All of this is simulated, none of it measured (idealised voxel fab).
process module | voxel transistor to metal
cross-section cut | 300 nm wide | cells 5 nm
A cross-section is a grid of square cells, given in bands from the top down. A band is one or more rows of cells.
Each band's line starts with the height of the band's top and of its bottom, in nm. Then come its materials from left to right, each with its width in nm. One material with "throughout" fills the band from edge to edge. "air" is empty space.
Height 0 is the level under which the wafer as received is all one material. The lowest band goes on downwards, as in "0 down".
A width such as "30 to 40" changes by the same amount from each row of cells to the next, from the band's top row to its bottom row.
"no change" after a step means that no cell of the cross-section changed.
closed voids: empty space of 8 cells or more with no open way to the top, each as width x height at its distance from the left edge, in nm
after a step's settings: what the simulator itself notes on the step
overlay nm, on a step with a mask: how far to the right of its planned place the mask lay; to the left if negative
plan
1 op RECEIVE | material Si
2 op OXIDIZE | depth nm 5
3 op CONFORMAL_DEP | material SiN | thk nm 15
4 op MASKED_ETCH | tone cover | mask id ACTIVE | width nm 105 | pitch nm 125 | etch materials SiN | depth nm 15 | overlay nm 0
5 op MASKED_ETCH | tone cover | mask id ACTIVE | width nm 105 | pitch nm 125 | etch materials SiO2 | depth nm 5 | overlay nm 0
6 op MASKED_ETCH | tone cover | mask id ACTIVE | width nm 105 | pitch nm 125 | etch materials Si | depth nm 35 | overlay nm 0
7 op FILL_DEP | material SiO2 | thk nm 5
8 op CMP | height nm 15
9 op SELECTIVE_ETCH | etch materials SiO2 | depth nm 15
10 op STRIP | etch materials SiN
11 op SELECTIVE_ETCH | etch materials SiO2 | depth nm 5
12 op OXIDIZE | depth nm 5
13 op DIRECTIONAL_DEP | material polySi | thk nm 20
14 op DIRECTIONAL_DEP | material SiCN | thk nm 15
15 op MASKED_ETCH | tone cover | mask id GATE | width nm 25 | pitch nm 125 | etch materials SiCN | depth nm 25 | overlay nm 0
16 op MASKED_ETCH | tone cover | mask id GATE | width nm 25 | pitch nm 125 | etch materials polySi | depth nm 30 | overlay nm 0
17 op CONFORMAL_DEP | material SiN | thk nm 10
18 op DIRECTIONAL_ETCH | etch materials SiN | depth nm 10
19 op DIRECTIONAL_ETCH | etch materials SiO2 | depth nm 5
20 op DIRECTIONAL_ETCH | etch materials Si | depth nm 15
21 op EPI | material pSi | thk nm 20
22 op FILL_DEP | material SiO2 | thk nm 10
23 op CMP | height nm 30
24 op DIRECTIONAL_DEP | material SiO2 | thk nm 15
25 op PATTERN | tone open | mask id CONTACT | material resist | width nm 15 | thk nm 15 | overlay nm 0
26 op DIRECTIONAL_ETCH | etch materials SiO2 | depth nm 35
27 op STRIP | etch materials resist
28 op CONFORMAL_DEP | material TiN | thk nm 5
29 op FILL_DEP | material Ru | thk nm 10
30 op CMP | height nm 45
31 op CONFORMAL_DEP | material SiCN | thk nm 5
32 op DIRECTIONAL_DEP | material lowk | thk nm 20
33 op DIRECTIONAL_DEP | material aC | thk nm 10
34 op PATTERN | tone open | mask id METAL_1 | material resist | width nm 15 | thk nm 25 | overlay nm 0
35 op DIRECTIONAL_ETCH | etch materials aC | depth nm 10
36 op STRIP | etch materials resist
37 op DIRECTIONAL_ETCH | etch materials lowk | depth nm 20
38 op DIRECTIONAL_ETCH | etch materials SiCN | depth nm 5
39 op STRIP | etch materials aC
40 op CONFORMAL_DEP | material TiN | thk nm 5
41 op FILL_DEP | material W | thk nm 10
42 op CMP | height nm 70
43 op CONFORMAL_DEP | material SiN | thk nm 5
first wafer, as planned
as received, after step 1
  0 down: Si throughout
  closed voids: none
after step 2
  0 to -5: SiO2 throughout
  below -5: unchanged
after step 3
  15 to 0: SiN throughout
  below 0: unchanged
after step 4
  15 to 0: air 35 | SiN 105 | air 20 | SiN 105 | air 35
  below 0: unchanged
after step 5
  15 to 0: air 35 | SiN 105 | air 20 | SiN 105 | air 35
  0 to -5: air 35 | SiO2 105 | air 20 | SiO2 105 | air 35
  below -5: unchanged
after step 6
  15 to 0: air 35 | SiN 105 | air 20 | SiN 105 | air 35
  0 to -5: air 35 | SiO2 105 | air 20 | SiO2 105 | air 35
  -5 to -40: air 35 | Si 105 | air 20 | Si 105 | air 35
  below -40: unchanged
after step 7
  20 to 15: SiO2 throughout
  15 to 0: SiO2 35 | SiN 105 | SiO2 20 | SiN 105 | SiO2 35
  0 to -5: SiO2 throughout
  -5 to -40: SiO2 35 | Si 105 | SiO2 20 | Si 105 | SiO2 35
  below -40: unchanged
after step 8
  15 to 0: SiO2 35 | SiN 105 | SiO2 20 | SiN 105 | SiO2 35
  below 0: unchanged
after step 9
  15 to 0: air 35 | SiN 105 | air 20 | SiN 105 | air 35
  below 0: unchanged
after step 10
  0 to -5: SiO2 throughout
  below -5: unchanged
after step 11
  -5 to -40: SiO2 35 | Si 105 | SiO2 20 | Si 105 | SiO2 35
  below -40: unchanged
after step 12
  -5 to -10: SiO2 throughout
  below -10: unchanged
after step 13
  15 to -5: polySi throughout
  below -5: unchanged
after step 14
  30 to 15: SiCN throughout
  below 15: unchanged
after step 15
  30 to 15: air 75 | SiCN 25 | air 100 | SiCN 25 | air 75
  below 15: unchanged
after step 16
  30 to 15: air 75 | SiCN 25 | air 100 | SiCN 25 | air 75
  15 to -5: air 75 | polySi 25 | air 100 | polySi 25 | air 75
  below -5: unchanged
after step 17
  40 to 30: air 65 | SiN 45 | air 80 | SiN 45 | air 65
  30 to 15: air 65 | SiN 10 | SiCN 25 | SiN 10 | air 80 | SiN 10 | SiCN 25 | SiN 10 | air 65
  15 to 5: air 65 | SiN 10 | polySi 25 | SiN 10 | air 80 | SiN 10 | polySi 25 | SiN 10 | air 65
  5 to -5: SiN 75 | polySi 25 | SiN 100 | polySi 25 | SiN 75
  below -5: unchanged
after step 18
  30 to 15: air 65 | SiN 10 | SiCN 25 | SiN 10 | air 80 | SiN 10 | SiCN 25 | SiN 10 | air 65
  15 to -5: air 65 | SiN 10 | polySi 25 | SiN 10 | air 80 | SiN 10 | polySi 25 | SiN 10 | air 65
  below -5: unchanged
after step 19
  30 to 15: air 65 | SiN 10 | SiCN 25 | SiN 10 | air 80 | SiN 10 | SiCN 25 | SiN 10 | air 65
  15 to -5: air 65 | SiN 10 | polySi 25 | SiN 10 | air 80 | SiN 10 | polySi 25 | SiN 10 | air 65
  -5 to -10: air 65 | SiO2 45 | air 80 | SiO2 45 | air 65
  below -10: unchanged
after step 20
  30 to 15: air 65 | SiN 10 | SiCN 25 | SiN 10 | air 80 | SiN 10 | SiCN 25 | SiN 10 | air 65
  15 to -5: air 65 | SiN 10 | polySi 25 | SiN 10 | air 80 | SiN 10 | polySi 25 | SiN 10 | air 65
  -5 to -10: air 65 | SiO2 45 | air 80 | SiO2 45 | air 65
  -10 to -25: SiO2 35 | air 30 | Si 45 | air 30 | SiO2 20 | air 30 | Si 45 | air 30 | SiO2 35
  below -25: unchanged
after step 21
  30 to 15: air 65 | SiN 10 | SiCN 25 | SiN 10 | air 80 | SiN 10 | SiCN 25 | SiN 10 | air 65
  15 to 10: air 65 | SiN 10 | polySi 25 | SiN 10 | air 80 | SiN 10 | polySi 25 | SiN 10 | air 65
  10 to -5: air 45 | pSi 20 | SiN 10 | polySi 25 | SiN 10 | pSi 20 | air 40 | pSi 20 | SiN 10 | polySi 25 | SiN 10 | pSi 20 | air 45
  -5 to -10: air 30 | pSi 35 | SiO2 45 | pSi 35 | air 10 | pSi 35 | SiO2 45 | pSi 35 | air 30
  -10 to -25: SiO2 35 | pSi 30 | Si 45 | pSi 30 | SiO2 20 | pSi 30 | Si 45 | pSi 30 | SiO2 35
  below -25: unchanged
after step 22
  40 to 30: SiO2 throughout
  30 to 15: SiO2 65 | SiN 10 | SiCN 25 | SiN 10 | SiO2 80 | SiN 10 | SiCN 25 | SiN 10 | SiO2 65
  15 to 10: SiO2 65 | SiN 10 | polySi 25 | SiN 10 | SiO2 80 | SiN 10 | polySi 25 | SiN 10 | SiO2 65
  10 to -5: SiO2 45 | pSi 20 | SiN 10 | polySi 25 | SiN 10 | pSi 20 | SiO2 40 | pSi 20 | SiN 10 | polySi 25 | SiN 10 | pSi 20 | SiO2 45
  -5 to -10: SiO2 30 | pSi 35 | SiO2 45 | pSi 35 | SiO2 10 | pSi 35 | SiO2 45 | pSi 35 | SiO2 30
  below -10: unchanged
after step 23
  30 to 15: SiO2 65 | SiN 10 | SiCN 25 | SiN 10 | SiO2 80 | SiN 10 | SiCN 25 | SiN 10 | SiO2 65
  below 15: unchanged
after step 24
  45 to 30: SiO2 throughout
  below 30: unchanged
after step 25
  60 to 45: resist 45 | air 15 | resist 55 | air 15 | resist 40 | air 15 | resist 55 | air 15 | resist 45
  below 45: unchanged
after step 26
  60 to 45: resist 45 | air 15 | resist 55 | air 15 | resist 40 | air 15 | resist 55 | air 15 | resist 45
  45 to 30: SiO2 45 | air 15 | SiO2 55 | air 15 | SiO2 40 | air 15 | SiO2 55 | air 15 | SiO2 45
  30 to 15: SiO2 45 | air 15 | SiO2 5 | SiN 10 | SiCN 25 | SiN 10 | SiO2 5 | air 15 | SiO2 40 | air 15 | SiO2 5 | SiN 10 | SiCN 25 | SiN 10 | SiO2 5 | air 15 | SiO2 45
  15 to 10: SiO2 45 | air 15 | SiO2 5 | SiN 10 | polySi 25 | SiN 10 | SiO2 5 | air 15 | SiO2 40 | air 15 | SiO2 5 | SiN 10 | polySi 25 | SiN 10 | SiO2 5 | air 15 | SiO2 45
  below 10: unchanged
after step 27
  45 to 30: SiO2 45 | air 15 | SiO2 55 | air 15 | SiO2 40 | air 15 | SiO2 55 | air 15 | SiO2 45
  below 30: unchanged
after step 28
  50 to 45: TiN 50 | air 5 | TiN 65 | air 5 | TiN 50 | air 5 | TiN 65 | air 5 | TiN 50
  45 to 30: SiO2 45 | TiN 5 | air 5 | TiN 5 | SiO2 55 | TiN 5 | air 5 | TiN 5 | SiO2 40 | TiN 5 | air 5 | TiN 5 | SiO2 55 | TiN 5 | air 5 | TiN 5 | SiO2 45
  30 to 15: SiO2 45 | TiN 5 | air 5 | TiN 5 | SiO2 5 | SiN 10 | SiCN 25 | SiN 10 | SiO2 5 | TiN 5 | air 5 | TiN 5 | SiO2 40 | TiN 5 | air 5 | TiN 5 | SiO2 5 | SiN 10 | SiCN 25 | SiN 10 | SiO2 5 | TiN 5 | air 5 | TiN 5 | SiO2 45
  15 to 10: SiO2 45 | TiN 15 | SiO2 5 | SiN 10 | polySi 25 | SiN 10 | SiO2 5 | TiN 15 | SiO2 40 | TiN 15 | SiO2 5 | SiN 10 | polySi 25 | SiN 10 | SiO2 5 | TiN 15 | SiO2 45
  below 10: unchanged
after step 29
  60 to 50: Ru throughout
  50 to 45: TiN 50 | Ru 5 | TiN 65 | Ru 5 | TiN 50 | Ru 5 | TiN 65 | Ru 5 | TiN 50
  45 to 30: SiO2 45 | TiN 5 | Ru 5 | TiN 5 | SiO2 55 | TiN 5 | Ru 5 | TiN 5 | SiO2 40 | TiN 5 | Ru 5 | TiN 5 | SiO2 55 | TiN 5 | Ru 5 | TiN 5 | SiO2 45
  30 to 15: SiO2 45 | TiN 5 | Ru 5 | TiN 5 | SiO2 5 | SiN 10 | SiCN 25 | SiN 10 | SiO2 5 | TiN 5 | Ru 5 | TiN 5 | SiO2 40 | TiN 5 | Ru 5 | TiN 5 | SiO2 5 | SiN 10 | SiCN 25 | SiN 10 | SiO2 5 | TiN 5 | Ru 5 | TiN 5 | SiO2 45
  below 15: unchanged
after step 30
  45 to 30: SiO2 45 | TiN 5 | Ru 5 | TiN 5 | SiO2 55 | TiN 5 | Ru 5 | TiN 5 | SiO2 40 | TiN 5 | Ru 5 | TiN 5 | SiO2 55 | TiN 5 | Ru 5 | TiN 5 | SiO2 45
  below 30: unchanged
after step 31
  50 to 45: SiCN throughout
  below 45: unchanged
after step 32
  70 to 50: lowk throughout
  below 50: unchanged
after step 33
  80 to 70: aC throughout
  below 70: unchanged
after step 34
  105 to 80: resist 45 | air 15 | resist 55 | air 15 | resist 40 | air 15 | resist 55 | air 15 | resist 45
  below 80: unchanged
after step 35
  95 to 80: resist 45 | air 15 | resist 55 | air 15 | resist 40 | air 15 | resist 55 | air 15 | resist 45
  80 to 70: aC 45 | air 15 | aC 55 | air 15 | aC 40 | air 15 | aC 55 | air 15 | aC 45
  below 70: unchanged
after step 36
  80 to 70: aC 45 | air 15 | aC 55 | air 15 | aC 40 | air 15 | aC 55 | air 15 | aC 45
  below 70: unchanged
after step 37
  80 to 70: aC 45 | air 15 | aC 55 | air 15 | aC 40 | air 15 | aC 55 | air 15 | aC 45
  70 to 50: lowk 45 | air 15 | lowk 55 | air 15 | lowk 40 | air 15 | lowk 55 | air 15 | lowk 45
  below 50: unchanged
after step 38
  80 to 70: aC 45 | air 15 | aC 55 | air 15 | aC 40 | air 15 | aC 55 | air 15 | aC 45
  70 to 50: lowk 45 | air 15 | lowk 55 | air 15 | lowk 40 | air 15 | lowk 55 | air 15 | lowk 45
  50 to 45: SiCN 45 | air 15 | SiCN 55 | air 15 | SiCN 40 | air 15 | SiCN 55 | air 15 | SiCN 45
  below 45: unchanged
after step 39
  70 to 50: lowk 45 | air 15 | lowk 55 | air 15 | lowk 40 | air 15 | lowk 55 | air 15 | lowk 45
  below 50: unchanged
after step 40
  75 to 70: TiN 50 | air 5 | TiN 65 | air 5 | TiN 50 | air 5 | TiN 65 | air 5 | TiN 50
  70 to 50: lowk 45 | TiN 5 | air 5 | TiN 5 | lowk 55 | TiN 5 | air 5 | TiN 5 | lowk 40 | TiN 5 | air 5 | TiN 5 | lowk 55 | TiN 5 | air 5 | TiN 5 | lowk 45
  50 to 45: SiCN 45 | TiN 15 | SiCN 55 | TiN 15 | SiCN 40 | TiN 15 | SiCN 55 | TiN 15 | SiCN 45
  below 45: unchanged
after step 41
  85 to 75: W throughout
  75 to 70: TiN 50 | W 5 | TiN 65 | W 5 | TiN 50 | W 5 | TiN 65 | W 5 | TiN 50
  70 to 50: lowk 45 | TiN 5 | W 5 | TiN 5 | lowk 55 | TiN 5 | W 5 | TiN 5 | lowk 40 | TiN 5 | W 5 | TiN 5 | lowk 55 | TiN 5 | W 5 | TiN 5 | lowk 45
  below 50: unchanged
after step 42
  70 to 50: lowk 45 | TiN 5 | W 5 | TiN 5 | lowk 55 | TiN 5 | W 5 | TiN 5 | lowk 40 | TiN 5 | W 5 | TiN 5 | lowk 55 | TiN 5 | W 5 | TiN 5 | lowk 45
  below 50: unchanged
after step 43
  75 to 70: SiN throughout
  below 70: unchanged
second wafer: like start, like plan, one mistake. Through step 41 it matches the first wafer
when step 42 should have ended: no change
when step 43 should have ended
  90 to 85: SiN throughout
  below 85: unchanged
what went wrong: step 42 was left out
at the end the second wafer has, in cells: 56 more of TiN | 124 more of W
